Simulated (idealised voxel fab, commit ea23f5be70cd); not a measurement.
The process module that follows is named voxel self aligned contacts.
Square cells of 5 nm make up the cross-section cut, whose width is 215 nm.
Square cells in a grid make up a cross-section in this document, and the grid is given as bands, listed from the top down, each one or more rows of cells. A band entry consists of two parts. The first gives the height of the band's top and the height of its bottom, in nm. The rest lists the band's materials from left to right, each with its width in nm. A single material labelled with the word "all across" fills the band from edge to edge, and the word "air" marks empty space. Heights are expressed relative to 0, this being the level below which the as-received wafer comprises one material exclusively. The lowest band is unbounded in the downward direction and is denoted as in "0..down". Think of "30->40" as a width that walks from the first number to the second as you go down the band, top row to bottom row, taking equal-sized steps from row to row. Key: "same as before" - step with no changed cell in the cross-section. Listed in "Entrapped void list": every empty space of 8 or more cells without an open way to the top. Form: width x height at distance, the distance being from the left edge, all in nm. Read whatever lies past the settings on a step's line as the simulator's own remark about the step. overlay nm: how far to the right of its planned place the mask lay on this masked step (negative: to the left).
**These are the steps we planned for the process**
1,RECEIVE [material Si]
2,CONFORMAL_DEP [material SiO2] [thk nm 5]
3,DIRECTIONAL_DEP [material polySi] [thk nm 30]
4,DIRECTIONAL_DEP [material SiN] [thk nm 15]
5,DIRECTIONAL_DEP [material aC] [thk nm 15]
6,PATTERN [tone cover] [mask id GATE] [material resist] [width nm 25] [pitch nm 60] [thk nm 30] [overlay nm 0]
7,DIRECTIONAL_ETCH [etch materials aC] [depth nm 15]
8,STRIP [etch materials resist]
9,DIRECTIONAL_ETCH [etch materials SiN] [depth nm 15]
10,DIRECTIONAL_ETCH [etch materials polySi] [depth nm 30]
11,STRIP [etch materials aC]
12,CONFORMAL_DEP [material SiN] [thk nm 5]
13,DIRECTIONAL_ETCH [etch materials SiN] [depth nm 5]
14,FILL_DEP [material SiO2] [thk nm 20]
15,CMP [height nm 60]
16,PATTERN [tone open] [mask id CONTACT] [material resist] [width nm 45] [thk nm 20] [overlay nm 0]
17,DIRECTIONAL_ETCH [etch materials SiO2] [depth nm 60]
18,STRIP [etch materials resist]
19,CONFORMAL_DEP [material TiN] [thk nm 5]
20,FILL_DEP [material W] [thk nm 5]
21,CMP [height nm 60]
22,CONFORMAL_DEP [material SiN] [thk nm 5]
Quick note for whoever runs this: the wafers start identical, but the width nm at step 6 isn't the same across them. The plan just shows what the first wafer had.
**Cross-section of the first of several wafers as received (after step 1)**
> 0..down: Si all across
> Entrapped void list: none
**Once step 22, the last step, is complete, the module is at its end; this is the cross-section of the first of several wafers**
> 65..60: SiN all across
> 60..50: 85 SiO2, then 5->15 TiN, then 35->15 W, then 5->15 TiN, then 85 SiO2
> 50..35: 60 SiO2, then 35 SiN, then 5 TiN, then 15 W, then 5 TiN, then 35 SiN, then 60 SiO2
> 35..5: 60 SiO2, then 5 SiN, then 25 polySi, then 5 SiN, then 5 TiN, then 15 W, then 5 TiN, then 5 SiN, then 25 polySi, then 5 SiN, then 60 SiO2
> 5..0: 95 SiO2, then 25 TiN, then 95 SiO2
> 0..down: Si all across
> Entrapped void list: none
**Final wafer of several, shown in cross-section at the end of the module**
> 65..60: SiN all across
> 60..55: 85 SiO2, then 5 TiN, then 35 W, then 5 TiN, then 85 SiO2
> 55..50: 85 SiO2, then 45 TiN, then 85 SiO2
> 50..35: 50 SiO2, then 55 SiN, then 5 TiN, then 55 SiN, then 50 SiO2
> 35..5: 50 SiO2, then 5 SiN, then 45 polySi, then 5 SiN, then 5 TiN, then 5 SiN, then 45 polySi, then 5 SiN, then 50 SiO2
> 5..0: 105 SiO2, then 5 TiN, then 105 SiO2
> 0..down: Si all across
> Entrapped void list: none
**The table below has one row for each wafer; a row shows, as of the end of the module, how many cells of each material the wafer has gained, marked (+), or lost, marked (-), since it was received, and then the wafer's closed voids**
width nm 25, +109 SiN, +322 SiO2, +31 TiN, +37 W, +60 polySi, Entrapped void list: none
width nm 30, +115 SiN, +314 SiO2, +31 TiN, +27 W, +72 polySi, Entrapped void list: none
width nm 35, +121 SiN, +306 SiO2, +31 TiN, +17 W, +84 polySi, Entrapped void list: none
width nm 40, +127 SiN, +298 SiO2, +31 TiN, +7 W, +96 polySi, Entrapped void list: none
width nm 45, +133 SiN, +290 SiO2, +21 TiN, +7 W, +108 polySi, Entrapped void list: none
